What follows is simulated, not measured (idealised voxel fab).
process module | voxel wiring stack
cross-section cut | 215 nm wide | cells 5 nm
A cross-section is a grid of square cells, given in bands from the top down. A band is one or more rows of cells.
Each band's line starts with the height of the band's top and of its bottom, in nm. Then come its materials from left to right, each with its width in nm. One material with "throughout" fills the band from edge to edge. "air" is empty space.
Height 0 is the level under which the wafer as received is all one material. The lowest band goes on downwards, as in "0 down".
A width such as "30 to 40" changes by the same amount from each row of cells to the next, from the band's top row to its bottom row.
"no change" after a step means that no cell of the cross-section changed.
closed voids: empty space of 8 cells or more with no open way to the top, each as width x height at its distance from the left edge, in nm
after a step's settings: what the simulator itself notes on the step
overlay nm, on a step with a mask: how far to the right of its planned place the mask lay; to the left if negative
plan
1 op RECEIVE | material Si
2 op CONFORMAL_DEP | material SiO2 | thk nm 15
3 op DIRECTIONAL_DEP | material TiN | thk nm 5
4 op DIRECTIONAL_DEP | material W | thk nm 25
5 op PATTERN | tone cover | mask id METAL_1 | material resist | width nm 25 | pitch nm 40 | thk nm 15 | overlay nm 0
6 op DIRECTIONAL_ETCH | etch materials W | depth nm 25
7 op DIRECTIONAL_ETCH | etch materials TiN | depth nm 5
8 op STRIP | etch materials resist
9 op FILL_DEP | material lowk | thk nm 10
10 op CMP | height nm 45
11 op CONFORMAL_DEP | material SiCN | thk nm 5
12 op DIRECTIONAL_DEP | material SiO2 | thk nm 30
13 op DIRECTIONAL_DEP | material aC | thk nm 10
14 op PATTERN | tone open | mask id METAL_2 | material resist | width nm 25 | pitch nm 40 | thk nm 25 | overlay nm 0
15 op DIRECTIONAL_ETCH | etch materials aC | depth nm 10
16 op STRIP | etch materials resist
17 op DIRECTIONAL_ETCH | etch materials SiO2 | depth nm 15
18 op STRIP | etch materials aC
19 op MASKED_ETCH | tone open | mask id METAL_2_HOLES | width nm 15 | pitch nm 40 | etch materials SiO2 | depth nm 15 | overlay nm 0
20 op MASKED_ETCH | tone open | mask id METAL_2_HOLES | width nm 15 | pitch nm 40 | etch materials SiCN | depth nm 5 | overlay nm 0
21 op CONFORMAL_DEP | material TiN | thk nm 5
22 op FILL_DEP | material Cu | thk nm 10
23 op CMP | height nm 80
24 op CONFORMAL_DEP | material SiN | thk nm 5
first wafer, as planned
as received, after step 1
  0 down: Si throughout
  closed voids: none
after step 2
  15 to 0: SiO2 throughout
  below 0: unchanged
after step 3
  20 to 15: TiN throughout
  below 15: unchanged
after step 4
  45 to 20: W throughout
  below 20: unchanged
after step 5
  60 to 45: air 35 | resist 25 | air 15 | resist 25 | air 15 | resist 25 | air 15 | resist 25 | air 35
  below 45: unchanged
after step 6
  60 to 45: air 35 | resist 25 | air 15 | resist 25 | air 15 | resist 25 | air 15 | resist 25 | air 35
  45 to 20: air 35 | W 25 | air 15 | W 25 | air 15 | W 25 | air 15 | W 25 | air 35
  below 20: unchanged
after step 7
  60 to 45: air 35 | resist 25 | air 15 | resist 25 | air 15 | resist 25 | air 15 | resist 25 | air 35
  45 to 20: air 35 | W 25 | air 15 | W 25 | air 15 | W 25 | air 15 | W 25 | air 35
  20 to 15: air 35 | TiN 25 | air 15 | TiN 25 | air 15 | TiN 25 | air 15 | TiN 25 | air 35
  below 15: unchanged
after step 8
  45 to 20: air 35 | W 25 | air 15 | W 25 | air 15 | W 25 | air 15 | W 25 | air 35
  below 20: unchanged
after step 9
  55 to 45: lowk throughout
  45 to 20: lowk 35 | W 25 | lowk 15 | W 25 | lowk 15 | W 25 | lowk 15 | W 25 | lowk 35
  20 to 15: lowk 35 | TiN 25 | lowk 15 | TiN 25 | lowk 15 | TiN 25 | lowk 15 | TiN 25 | lowk 35
  below 15: unchanged
after step 10
  45 to 20: lowk 35 | W 25 | lowk 15 | W 25 | lowk 15 | W 25 | lowk 15 | W 25 | lowk 35
  below 20: unchanged
after step 11
  50 to 45: SiCN throughout
  below 45: unchanged
after step 12
  80 to 50: SiO2 throughout
  below 50: unchanged
after step 13
  90 to 80: aC throughout
  below 80: unchanged
after step 14
  115 to 90: resist 35 | air 25 | resist 15 | air 25 | resist 15 | air 25 | resist 15 | air 25 | resist 35
  below 90: unchanged
after step 15
  105 to 90: resist 35 | air 25 | resist 15 | air 25 | resist 15 | air 25 | resist 15 | air 25 | resist 35
  90 to 80: aC 35 | air 25 | aC 15 | air 25 | aC 15 | air 25 | aC 15 | air 25 | aC 35
  below 80: unchanged
after step 16
  90 to 80: aC 35 | air 25 | aC 15 | air 25 | aC 15 | air 25 | aC 15 | air 25 | aC 35
  below 80: unchanged
after step 17
  90 to 80: aC 35 | air 25 | aC 15 | air 25 | aC 15 | air 25 | aC 15 | air 25 | aC 35
  80 to 65: SiO2 35 | air 25 | SiO2 15 | air 25 | SiO2 15 | air 25 | SiO2 15 | air 25 | SiO2 35
  below 65: unchanged
after step 18
  80 to 65: SiO2 35 | air 25 | SiO2 15 | air 25 | SiO2 15 | air 25 | SiO2 15 | air 25 | SiO2 35
  below 65: unchanged
after step 19
  80 to 65: SiO2 35 | air 25 | SiO2 15 | air 25 | SiO2 15 | air 25 | SiO2 15 | air 25 | SiO2 35
  65 to 50: SiO2 35 | air 15 | SiO2 25 | air 15 | SiO2 25 | air 15 | SiO2 25 | air 15 | SiO2 45
  below 50: unchanged
after step 20
  80 to 65: SiO2 35 | air 25 | SiO2 15 | air 25 | SiO2 15 | air 25 | SiO2 15 | air 25 | SiO2 35
  65 to 50: SiO2 35 | air 15 | SiO2 25 | air 15 | SiO2 25 | air 15 | SiO2 25 | air 15 | SiO2 45
  50 to 45: SiCN 35 | air 15 | SiCN 25 | air 15 | SiCN 25 | air 15 | SiCN 25 | air 15 | SiCN 45
  below 45: unchanged
after step 21
  85 to 80: TiN 40 | air 15 | TiN 25 | air 15 | TiN 25 | air 15 | TiN 25 | air 15 | TiN 40
  80 to 70: SiO2 35 | TiN 5 | air 15 | TiN 5 | SiO2 15 | TiN 5 | air 15 | TiN 5 | SiO2 15 | TiN 5 | air 15 | TiN 5 | SiO2 15 | TiN 5 | air 15 | TiN 5 | SiO2 35
  70 to 65: SiO2 35 | TiN 5 | air 5 | TiN 15 | SiO2 15 | TiN 5 | air 5 | TiN 15 | SiO2 15 | TiN 5 | air 5 | TiN 15 | SiO2 15 | TiN 5 | air 5 | TiN 15 | SiO2 35
  65 to 50: SiO2 35 | TiN 5 | air 5 | TiN 5 | SiO2 25 | TiN 5 | air 5 | TiN 5 | SiO2 25 | TiN 5 | air 5 | TiN 5 | SiO2 25 | TiN 5 | air 5 | TiN 5 | SiO2 45
  50 to 45: SiCN 35 | TiN 15 | SiCN 25 | TiN 15 | SiCN 25 | TiN 15 | SiCN 25 | TiN 15 | SiCN 45
  below 45: unchanged
after step 22
  95 to 85: Cu throughout
  85 to 80: TiN 40 | Cu 15 | TiN 25 | Cu 15 | TiN 25 | Cu 15 | TiN 25 | Cu 15 | TiN 40
  80 to 70: SiO2 35 | TiN 5 | Cu 15 | TiN 5 | SiO2 15 | TiN 5 | Cu 15 | TiN 5 | SiO2 15 | TiN 5 | Cu 15 | TiN 5 | SiO2 15 | TiN 5 | Cu 15 | TiN 5 | SiO2 35
  70 to 65: SiO2 35 | TiN 5 | Cu 5 | TiN 15 | SiO2 15 | TiN 5 | Cu 5 | TiN 15 | SiO2 15 | TiN 5 | Cu 5 | TiN 15 | SiO2 15 | TiN 5 | Cu 5 | TiN 15 | SiO2 35
  65 to 50: SiO2 35 | TiN 5 | Cu 5 | TiN 5 | SiO2 25 | TiN 5 | Cu 5 | TiN 5 | SiO2 25 | TiN 5 | Cu 5 | TiN 5 | SiO2 25 | TiN 5 | Cu 5 | TiN 5 | SiO2 45
  below 50: unchanged
after step 23
  80 to 70: SiO2 35 | TiN 5 | Cu 15 | TiN 5 | SiO2 15 | TiN 5 | Cu 15 | TiN 5 | SiO2 15 | TiN 5 | Cu 15 | TiN 5 | SiO2 15 | TiN 5 | Cu 15 | TiN 5 | SiO2 35
  below 70: unchanged
after step 24
  85 to 80: SiN throughout
  below 80: unchanged
second wafer: like start, like plan, one mistake. Through step 18 it matches the first wafer
when step 19 should have ended
  80 to 65: SiO2 35 | air 25 | SiO2 15 | air 25 | SiO2 15 | air 25 | SiO2 15 | air 25 | SiO2 35
  65 to 50: SiO2 35 | air 20 | SiO2 20 | air 20 | SiO2 20 | air 20 | SiO2 20 | air 20 | SiO2 40
  below 50: unchanged
when step 20 should have ended
  80 to 65: SiO2 35 | air 25 | SiO2 15 | air 25 | SiO2 15 | air 25 | SiO2 15 | air 25 | SiO2 35
  65 to 50: SiO2 35 | air 20 | SiO2 20 | air 20 | SiO2 20 | air 20 | SiO2 20 | air 20 | SiO2 40
  50 to 45: SiCN 35 | air 15 | SiCN 25 | air 15 | SiCN 25 | air 15 | SiCN 25 | air 15 | SiCN 45
  below 45: unchanged
when step 21 should have ended
  85 to 80: TiN 40 | air 15 | TiN 25 | air 15 | TiN 25 | air 15 | TiN 25 | air 15 | TiN 40
  80 to 70: SiO2 35 | TiN 5 | air 15 | TiN 5 | SiO2 15 | TiN 5 | air 15 | TiN 5 | SiO2 15 | TiN 5 | air 15 | TiN 5 | SiO2 15 | TiN 5 | air 15 | TiN 5 | SiO2 35
  70 to 65: SiO2 35 | TiN 5 | air 10 | TiN 10 | SiO2 15 | TiN 5 | air 10 | TiN 10 | SiO2 15 | TiN 5 | air 10 | TiN 10 | SiO2 15 | TiN 5 | air 10 | TiN 10 | SiO2 35
  65 to 55: SiO2 35 | TiN 5 | air 10 | TiN 5 | SiO2 20 | TiN 5 | air 10 | TiN 5 | SiO2 20 | TiN 5 | air 10 | TiN 5 | SiO2 20 | TiN 5 | air 10 | TiN 5 | SiO2 40
  55 to 50: SiO2 35 | TiN 5 | air 5 | TiN 10 | SiO2 20 | TiN 5 | air 5 | TiN 10 | SiO2 20 | TiN 5 | air 5 | TiN 10 | SiO2 20 | TiN 5 | air 5 | TiN 10 | SiO2 40
  50 to 45: SiCN 35 | TiN 15 | SiCN 25 | TiN 15 | SiCN 25 | TiN 15 | SiCN 25 | TiN 15 | SiCN 45
  below 45: unchanged
when step 22 should have ended
  95 to 85: Cu throughout
  85 to 80: TiN 40 | Cu 15 | TiN 25 | Cu 15 | TiN 25 | Cu 15 | TiN 25 | Cu 15 | TiN 40
  80 to 70: SiO2 35 | TiN 5 | Cu 15 | TiN 5 | SiO2 15 | TiN 5 | Cu 15 | TiN 5 | SiO2 15 | TiN 5 | Cu 15 | TiN 5 | SiO2 15 | TiN 5 | Cu 15 | TiN 5 | SiO2 35
  70 to 65: SiO2 35 | TiN 5 | Cu 10 | TiN 10 | SiO2 15 | TiN 5 | Cu 10 | TiN 10 | SiO2 15 | TiN 5 | Cu 10 | TiN 10 | SiO2 15 | TiN 5 | Cu 10 | TiN 10 | SiO2 35
  65 to 55: SiO2 35 | TiN 5 | Cu 10 | TiN 5 | SiO2 20 | TiN 5 | Cu 10 | TiN 5 | SiO2 20 | TiN 5 | Cu 10 | TiN 5 | SiO2 20 | TiN 5 | Cu 10 | TiN 5 | SiO2 40
  55 to 50: SiO2 35 | TiN 5 | Cu 5 | TiN 10 | SiO2 20 | TiN 5 | Cu 5 | TiN 10 | SiO2 20 | TiN 5 | Cu 5 | TiN 10 | SiO2 20 | TiN 5 | Cu 5 | TiN 10 | SiO2 40
  below 50: unchanged
when step 23 should have ended
  80 to 70: SiO2 35 | TiN 5 | Cu 15 | TiN 5 | SiO2 15 | TiN 5 | Cu 15 | TiN 5 | SiO2 15 | TiN 5 | Cu 15 | TiN 5 | SiO2 15 | TiN 5 | Cu 15 | TiN 5 | SiO2 35
  below 70: unchanged
when step 24 should have ended
  85 to 80: SiN throughout
  below 80: unchanged
what went wrong: step 19 ran as: op MASKED_ETCH | tone open | mask id METAL_2_HOLES | width nm 20 | pitch nm 40 | etch materials SiO2 | depth nm 15 | overlay nm 0
at the end the second wafer has, in cells: 12 more of Cu | 12 fewer of SiO2
